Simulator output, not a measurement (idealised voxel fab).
Module name: voxel air gaps (process module)
For reference, the cross-section in this document is cut, with width 290 nm and square cells of 5 nm.
A cross-section in this document is a grid of square cells, and it is written down as bands, the top band listed before the ones below it; a band is made up of one or more rows of cells. Each band's line starts with the height of the band's top and of its bottom, in nm. Then come its materials from left to right, each with its width in nm. One material with "throughout" fills the band from edge to edge. "air" is empty space. We count height from 0. Below that, the starting wafer is all one material. The lowest band never ends at the bottom but goes on down; see "0 down" for how that is written. It should be noted that a width expressed as "30->40" varies in equal increments from row to row of cells within the band, taking the value of the first number at the top row and that of the second number at the bottom row. Step note "everything unchanged" = no cross-section cell changed. Entry "Enclosed void catalog". Content: empty spaces with no open connection to the top, size 8 cells or greater. Each: width x height at distance. Distance: from left edge. Unit: nm. Past the settings on a step's line: simulator remark, on that step. Regarding "overlay nm": on a step with a mask, it is the distance the mask lay to the right of its planned place; a negative value places it to the left.
-- The following list gives the planned process steps
1: RECEIVE,material Si
2: CONFORMAL_DEP,material SiO2,thk nm 15
3: CONFORMAL_DEP,material SiN,thk nm 5
4: DIRECTIONAL_DEP,material SiO2,thk nm 40
5: PATTERN,tone open,mask id LINES,material resist,width nm 15,pitch nm 50,thk nm 15,overlay nm 0
6: DIRECTIONAL_ETCH,etch materials SiO2,depth nm 40
7: STRIP,etch materials resist
8: CONFORMAL_DEP,material TiN,thk nm 5
9: FILL_DEP,material Ru,thk nm 5
10: CMP,height nm 60
11: EPI,material Ru,thk nm 10
12: SELECTIVE_ETCH,etch materials SiO2,depth nm 50
13: CONFORMAL_DEP,material SiCN,thk nm 5
The plan's step 5 width nm is the first wafer's value; the wafers differ in this setting and start identical.
-- First wafer of several, as received: cross-section after step 1
    0 down: Si throughout
    Enclosed void catalog: none
-- First of several wafers in cross-section at module end, following the final step, step 13
    75 to 70: air 70, then SiCN 45, then air 5, then SiCN 45, then air 5, then SiCN 45, then air 75
    70 to 60: air 70, then SiCN 5, then Ru 35, then SiCN 5, then air 5, then SiCN 5, then Ru 35, then SiCN 5, then air 5, then SiCN 5, then Ru 35, then SiCN 5, then air 75
    60 to 55: air 70, then SiCN 15, then TiN 5, then Ru 5, then TiN 5, then SiCN 15, then air 5, then SiCN 15, then TiN 5, then Ru 5, then TiN 5, then SiCN 15, then air 5, then SiCN 15, then TiN 5, then Ru 5, then TiN 5, then SiCN 15, then air 75
    55 to 25: air 80, then SiCN 5, then TiN 5, then Ru 5, then TiN 5, then SiCN 5, then air 25, then SiCN 5, then TiN 5, then Ru 5, then TiN 5, then SiCN 5, then air 25, then SiCN 5, then TiN 5, then Ru 5, then TiN 5, then SiCN 5, then air 85
    25 to 20: SiCN 85, then TiN 15, then SiCN 35, then TiN 15, then SiCN 35, then TiN 15, then SiCN 90
    20 to 15: SiN throughout
    15 to 0: SiO2 throughout
    0 down: Si throughout
    Enclosed void catalog: none
-- Showing the last wafer in cross-section at the end of the module
    75 to 70: air 60, then SiCN 165, then air 65
    70 to 60: air 60, then SiCN 5, then Ru 155, then SiCN 5, then air 65
    60 to 55: air 60, then SiCN 15, then TiN 5, then Ru 25, then TiN 5, then SiO2 15, then TiN 5, then Ru 25, then TiN 5, then SiO2 15, then TiN 5, then Ru 25, then TiN 5, then SiCN 15, then air 65
    55 to 25: air 70, then SiCN 5, then TiN 5, then Ru 25, then TiN 5, then SiO2 15, then TiN 5, then Ru 25, then TiN 5, then SiO2 15, then TiN 5, then Ru 25, then TiN 5, then SiCN 5, then air 75
    25 to 20: SiCN 75, then TiN 35, then SiO2 15, then TiN 35, then SiO2 15, then TiN 35, then SiCN 80
    20 to 15: SiN throughout
    15 to 0: SiO2 throughout
    0 down: Si throughout
    Enclosed void catalog: none
-- Each row below is a wafer at the end of the module, listing for every material the number of cells it has gained (+) or lost (-) since it was received, followed by its closed voids
width nm 15, +63 Ru, +142 SiCN, +58 SiN, +174 SiO2, +51 TiN, Enclosed void catalog: none
width nm 20, +90 Ru, +142 SiCN, +58 SiN, +174 SiO2, +54 TiN, Enclosed void catalog: 20 x 30 at 110; 20 x 30 at 160
width nm 25, +117 Ru, +134 SiCN, +58 SiN, +174 SiO2, +57 TiN, Enclosed void catalog: 15 x 30 at 110; 15 x 30 at 160
width nm 30, +144 Ru, +86 SiCN, +58 SiN, +238 SiO2, +60 TiN, Enclosed void catalog: none
width nm 35, +167 Ru, +86 SiCN, +58 SiN, +222 SiO2, +63 TiN, Enclosed void catalog: none
